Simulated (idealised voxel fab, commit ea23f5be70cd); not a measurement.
process module | voxel self aligned contacts
cross-section cut | 145 nm wide | cells 5 nm
A cross-section is a grid of square cells, given in bands from the top down. A band is one or more rows of cells.
Each band's line starts with the height of the band's top and of its bottom, in nm. Then come its materials from left to right, each with its width in nm. One material with "throughout" fills the band from edge to edge. "air" is empty space.
Height 0 is the level under which the wafer as received is all one material. The lowest band goes on downwards, as in "0 down".
A width such as "30 to 40" changes by the same amount from each row of cells to the next, from the band's top row to its bottom row.
"no change" after a step means that no cell of the cross-section changed.
closed voids: empty space of 8 cells or more with no open way to the top, each as width x height at its distance from the left edge, in nm
after a step's settings: what the simulator itself notes on the step
overlay nm, on a step with a mask: how far to the right of its planned place the mask lay; to the left if negative
plan
1 op RECEIVE | material Si
2 op CONFORMAL_DEP | material SiO2 | thk nm 5
3 op DIRECTIONAL_DEP | material polySi | thk nm 30
4 op DIRECTIONAL_DEP | material SiN | thk nm 20
5 op DIRECTIONAL_DEP | material aC | thk nm 15
6 op PATTERN | tone cover | mask id GATE | material resist | width nm 30 | pitch nm 55 | thk nm 30 | overlay nm 0
7 op DIRECTIONAL_ETCH | etch materials aC | depth nm 15
8 op STRIP | etch materials resist
9 op DIRECTIONAL_ETCH | etch materials SiN | depth nm 20
10 op DIRECTIONAL_ETCH | etch materials polySi | depth nm 30
11 op STRIP | etch materials aC
12 op CONFORMAL_DEP | material SiN | thk nm 5
13 op DIRECTIONAL_ETCH | etch materials SiN | depth nm 5
14 op FILL_DEP | material SiO2 | thk nm 10
15 op CMP | height nm 60
16 op MASKED_ETCH | tone open | mask id CONTACT | width nm 35 | etch materials SiO2 | depth nm 60 | overlay nm 0
17 op CONFORMAL_DEP | material TiN | thk nm 5
18 op FILL_DEP | material W | thk nm 10
19 op CMP | height nm 60
20 op CONFORMAL_DEP | material SiN | thk nm 5
first wafer, as planned
as received, after step 1
  0 down: Si throughout
  closed voids: none
after step 2
  5 to 0: SiO2 throughout
  below 0: unchanged
after step 3
  35 to 5: polySi throughout
  below 5: unchanged
after step 4
  55 to 35: SiN throughout
  below 35: unchanged
after step 5
  70 to 55: aC throughout
  below 55: unchanged
after step 6
  100 to 70: air 30 | resist 30 | air 25 | resist 30 | air 30
  below 70: unchanged
after step 7
  85 to 70: air 30 | resist 30 | air 25 | resist 30 | air 30
  70 to 55: air 30 | aC 30 | air 25 | aC 30 | air 30
  below 55: unchanged
after step 8
  70 to 55: air 30 | aC 30 | air 25 | aC 30 | air 30
  below 55: unchanged
after step 9
  70 to 55: air 30 | aC 30 | air 25 | aC 30 | air 30
  55 to 35: air 30 | SiN 30 | air 25 | SiN 30 | air 30
  below 35: unchanged
after step 10
  70 to 55: air 30 | aC 30 | air 25 | aC 30 | air 30
  55 to 35: air 30 | SiN 30 | air 25 | SiN 30 | air 30
  35 to 5: air 30 | polySi 30 | air 25 | polySi 30 | air 30
  below 5: unchanged
after step 11
  55 to 35: air 30 | SiN 30 | air 25 | SiN 30 | air 30
  below 35: unchanged
after step 12
  60 to 35: air 25 | SiN 40 | air 15 | SiN 40 | air 25
  35 to 10: air 25 | SiN 5 | polySi 30 | SiN 5 | air 15 | SiN 5 | polySi 30 | SiN 5 | air 25
  10 to 5: SiN 30 | polySi 30 | SiN 25 | polySi 30 | SiN 30
  below 5: unchanged
after step 13
  55 to 35: air 25 | SiN 40 | air 15 | SiN 40 | air 25
  35 to 5: air 25 | SiN 5 | polySi 30 | SiN 5 | air 15 | SiN 5 | polySi 30 | SiN 5 | air 25
  below 5: unchanged
after step 14
  65 to 55: SiO2 throughout
  55 to 35: SiO2 25 | SiN 40 | SiO2 15 | SiN 40 | SiO2 25
  35 to 5: SiO2 25 | SiN 5 | polySi 30 | SiN 5 | SiO2 15 | SiN 5 | polySi 30 | SiN 5 | SiO2 25
  below 5: unchanged
after step 15
  60 to 55: SiO2 throughout
  below 55: unchanged
after step 16
  60 to 55: SiO2 55 | air 35 | SiO2 55
  55 to 35: SiO2 25 | SiN 40 | air 15 | SiN 40 | SiO2 25
  35 to 5: SiO2 25 | SiN 5 | polySi 30 | SiN 5 | air 15 | SiN 5 | polySi 30 | SiN 5 | SiO2 25
  5 to 0: SiO2 65 | air 15 | SiO2 65
  below 0: unchanged
after step 17
  65 to 60: TiN 60 | air 25 | TiN 60
  60 to 55: SiO2 55 | TiN 15 | air 5 | TiN 15 | SiO2 55
  55 to 35: SiO2 25 | SiN 40 | TiN 5 | air 5 | TiN 5 | SiN 40 | SiO2 25
  35 to 5: SiO2 25 | SiN 5 | polySi 30 | SiN 5 | TiN 5 | air 5 | TiN 5 | SiN 5 | polySi 30 | SiN 5 | SiO2 25
  5 to 0: SiO2 65 | TiN 15 | SiO2 65
  below 0: unchanged
after step 18
  75 to 65: W throughout
  65 to 60: TiN 60 | W 25 | TiN 60
  60 to 55: SiO2 55 | TiN 15 | W 5 | TiN 15 | SiO2 55
  55 to 35: SiO2 25 | SiN 40 | TiN 5 | W 5 | TiN 5 | SiN 40 | SiO2 25
  35 to 5: SiO2 25 | SiN 5 | polySi 30 | SiN 5 | TiN 5 | W 5 | TiN 5 | SiN 5 | polySi 30 | SiN 5 | SiO2 25
  below 5: unchanged
after step 19
  60 to 55: SiO2 55 | TiN 15 | W 5 | TiN 15 | SiO2 55
  below 55: unchanged
after step 20
  65 to 60: SiN throughout
  below 60: unchanged
second wafer: like start, like plan, one mistake. Through step 18 it matches the first wafer
when step 19 should have ended: no change
when step 20 should have ended
  80 to 75: SiN throughout
  below 75: unchanged
what went wrong: step 19 was left out
at the end the second wafer has, in cells: 24 more of TiN | 63 more of W
